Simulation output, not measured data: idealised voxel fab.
This is a process module. Its name is voxel transistor to metal.
For reference, the cross-section in this document is cut, with width 170 nm and square cells of 5 nm.
The cross-sections in this document take the form of a grid made of square cells. They are written out as bands, in order from top to bottom. Each band consists of one or more rows of cells. Quick guide to a band line: top height, bottom height (nm) up front; then every material left to right with its width in nm. Only one material and it's marked "everywhere"? Then it fills the band edge to edge. And "air" just means empty space. Heights are expressed relative to 0, this being the level below which the as-received wafer comprises one material exclusively. The lowest band is unbounded in the downward direction and is denoted as in "top 0, no bottom". Per-row width for "30..40": begins at first number (top row of band), ends at second number (bottom row), increment between rows held constant. Reading "nothing got changed" for a step: not a cell of the cross-section changed in it. "Enclosed voids" contains a list of empty spaces, each no smaller than 8 cells and without an open way to the top, written in the form width x height at distance with the distance from the left edge and all three in nm. Note: text after step settings on the step line = simulator remark on that step. On any step carrying a mask, the "overlay nm" setting, if present on the step's line, tells how far right of its planned place the mask lay; negative values point to the left.

PLAN
- 1: RECEIVE with material Si
- 2: OXIDIZE with depth nm 5
- 3: CONFORMAL_DEP with material SiN, thk nm 15
- 4: DIRECTIONAL_DEP with material aC, thk nm 15
- 5: PATTERN with tone cover, mask id ACTIVE, material resist, width nm 115, thk nm 30, overlay nm 0
- 6: DIRECTIONAL_ETCH with etch materials aC, depth nm 15
- 7: STRIP with etch materials resist
- 8: DIRECTIONAL_ETCH with etch materials SiN, depth nm 15
- 9: DIRECTIONAL_ETCH with etch materials SiO2, depth nm 5
- 10: DIRECTIONAL_ETCH with etch materials Si, depth nm 30
- 11: STRIP with etch materials aC
- 12: OXIDIZE with depth nm 5
- 13: FILL_DEP with material SiO2, thk nm 5
- 14: CMP with height nm 15
- 15: SELECTIVE_ETCH with etch materials SiO2, depth nm 10
- 16: STRIP with etch materials SiN
- 17: SELECTIVE_ETCH with etch materials SiO2, depth nm 5
- 18: OXIDIZE with depth nm 5
- 19: DIRECTIONAL_DEP with material polySi, thk nm 30
- 20: DIRECTIONAL_DEP with material SiCN, thk nm 10
- 21: DIRECTIONAL_DEP with material aC, thk nm 10
- 22: PATTERN with tone cover, mask id GATE, material resist, width nm 15, thk nm 30, overlay nm 0
- 23: DIRECTIONAL_ETCH with etch materials aC, depth nm 10
- 24: STRIP with etch materials resist
- 25: DIRECTIONAL_ETCH with etch materials SiCN, depth nm 20
- 26: DIRECTIONAL_ETCH with etch materials polySi, depth nm 40
- 27: STRIP with etch materials aC
- 28: CONFORMAL_DEP with material SiO2, thk nm 5
- 29: DIRECTIONAL_ETCH with etch materials SiO2, depth nm 5
- 30: CONFORMAL_DEP with material SiN, thk nm 5
- 31: DIRECTIONAL_ETCH with etch materials SiN, depth nm 5
- 32: DIRECTIONAL_ETCH with etch materials SiO2, depth nm 5
- 33: EPI with material nSi, thk nm 5
- 34: FILL_DEP with material SiO2, thk nm 5
- 35: CMP with height nm 35
- 36: DIRECTIONAL_DEP with material SiO2, thk nm 10
- 37: DIRECTIONAL_DEP with material aC, thk nm 10
- 38: PATTERN with tone open, mask id CONTACT, material resist, width nm 30, pitch nm 65, thk nm 30, overlay nm 0
- 39: DIRECTIONAL_ETCH with etch materials aC, depth nm 10
- 40: STRIP with etch materials resist
- 41: DIRECTIONAL_ETCH with etch materials SiO2, depth nm 50
- 42: STRIP with etch materials aC
- 43: CONFORMAL_DEP with material TiN, thk nm 5
- 44: FILL_DEP with material Ru, thk nm 10
- 45: CMP with height nm 45
- 46: DIRECTIONAL_DEP with material TiN, thk nm 5
- 47: DIRECTIONAL_DEP with material Ru, thk nm 20
- 48: MASKED_ETCH with tone cover, mask id METAL_1, width nm 15, pitch nm 80, etch materials Ru, depth nm 20, overlay nm 0
- 49: MASKED_ETCH with tone cover, mask id METAL_1, width nm 15, pitch nm 80, etch materials TiN, depth nm 5, overlay nm 0
- 50: FILL_DEP with material SiO2, thk nm 10
- 51: CMP with height nm 70
- 52: CONFORMAL_DEP with material SiCN, thk nm 5
- 53: DIRECTIONAL_DEP with material SiO2, thk nm 30
- 54: MASKED_ETCH with tone open, mask id METAL_2, width nm 15, pitch nm 80, etch materials SiO2, depth nm 15, overlay nm 0
- 55: DIRECTIONAL_DEP with material aC, thk nm 10
- 56: PATTERN with tone open, mask id METAL_2_HOLES, material resist, width nm 15, pitch nm 80, thk nm 25, overlay nm 0
- 57: DIRECTIONAL_ETCH with etch materials aC, depth nm 10
- 58: STRIP with etch materials resist
- 59: DIRECTIONAL_ETCH with etch materials SiO2, depth nm 15
- 60: DIRECTIONAL_ETCH with etch materials SiCN, depth nm 5
- 61: STRIP with etch materials aC
- 62: CONFORMAL_DEP with material TiN, thk nm 5
- 63: FILL_DEP with material Cu, thk nm 10
- 64: CMP with height nm 105
- 65: CONFORMAL_DEP with material SiN, thk nm 5
Wafer-to-wafer difference: width nm, step 22. Common start. Plan = first wafer's value.

THE FIRST OF SEVERAL WAFERS AS RECEIVED, SHOWN IN CROSS-SECTION; THIS IS ITS STATE AFTER STEP 1
* top 0, no bottom: Si everywhere
* Enclosed voids: none

TAKE ANY ROW AND YOU HAVE A WAFER AT THE END OF THE MODULE: HOW MANY CELLS OF EACH MATERIAL IT HAS GAINED (+) OR LOST (-) SINCE IT WAS RECEIVED, AND THEN ITS CLOSED VOIDS
width nm 15 | +12 Cu | +96 Ru | -146 Si | +34 SiCN | +52 SiN | +584 SiO2 | +84 TiN | +14 nSi | +18 polySi | Enclosed voids: none
width nm 20 | +12 Cu | +88 Ru | -146 Si | +36 SiCN | +52 SiN | +585 SiO2 | +84 TiN | +13 nSi | +24 polySi | Enclosed voids: none
width nm 25 | +12 Cu | +80 Ru | -146 Si | +38 SiCN | +52 SiN | +586 SiO2 | +84 TiN | +12 nSi | +30 polySi | Enclosed voids: none
width nm 30 | +12 Cu | +72 Ru | -146 Si | +40 SiCN | +52 SiN | +579 SiO2 | +92 TiN | +11 nSi | +36 polySi | Enclosed voids: none
width nm 35 | +12 Cu | +64 Ru | -146 Si | +42 SiCN | +52 SiN | +572 SiO2 | +100 TiN | +10 nSi | +42 polySi | Enclosed voids: none
width nm 40 | +12 Cu | +56 Ru | -146 Si | +44 SiCN | +52 SiN | +573 SiO2 | +100 TiN | +9 nSi | +48 polySi | Enclosed voids: none
